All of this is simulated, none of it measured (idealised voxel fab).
process module | voxel double patterning
cross-section cut | 230 nm wide | cells 5 nm
A cross-section is a grid of square cells, given in bands from the top down. A band is one or more rows of cells.
Each band's line starts with the height of the band's top and of its bottom, in nm. Then come its materials from left to right, each with its width in nm. One material with "throughout" fills the band from edge to edge. "air" is empty space.
Height 0 is the level under which the wafer as received is all one material. The lowest band goes on downwards, as in "0 down".
A width such as "30 to 40" changes by the same amount from each row of cells to the next, from the band's top row to its bottom row.
"no change" after a step means that no cell of the cross-section changed.
closed voids: empty space of 8 cells or more with no open way to the top, each as width x height at its distance from the left edge, in nm
after a step's settings: what the simulator itself notes on the step
overlay nm, on a step with a mask: how far to the right of its planned place the mask lay; to the left if negative
plan
1 op RECEIVE | material Si
2 op CONFORMAL_DEP | material SiO2 | thk nm 5
3 op DIRECTIONAL_DEP | material W | thk nm 20
4 op DIRECTIONAL_DEP | material SiCN | thk nm 10
5 op DIRECTIONAL_DEP | material aC | thk nm 10
6 op PATTERN | tone open | mask id FIRST | material resist | width nm 15 | pitch nm 50 | thk nm 25 | overlay nm 0
7 op DIRECTIONAL_ETCH | etch materials aC | depth nm 10
8 op STRIP | etch materials resist
9 op DIRECTIONAL_ETCH | etch materials SiCN | depth nm 10
10 op STRIP | etch materials aC
11 op MASKED_ETCH | tone open | mask id SECOND | width nm 15 | pitch nm 50 | etch materials SiCN | depth nm 10 | overlay nm 0
12 op DIRECTIONAL_ETCH | etch materials W | depth nm 20
13 op STRIP | etch materials SiCN
as received, after step 1
  0 down: Si throughout
  closed voids: none
a wafer at the end: this start, this plan, one mistake
  25 to 5: air 80 | W 15 | air 35 | W 15 | air 85
  5 to 0: SiO2 throughout
  0 down: Si throughout
  closed voids: none
what went wrong: step 11 ran as: op MASKED_ETCH | tone cover | mask id SECOND | width nm 15 | pitch nm 50 | etch materials SiCN | depth nm 10 | overlay nm 0
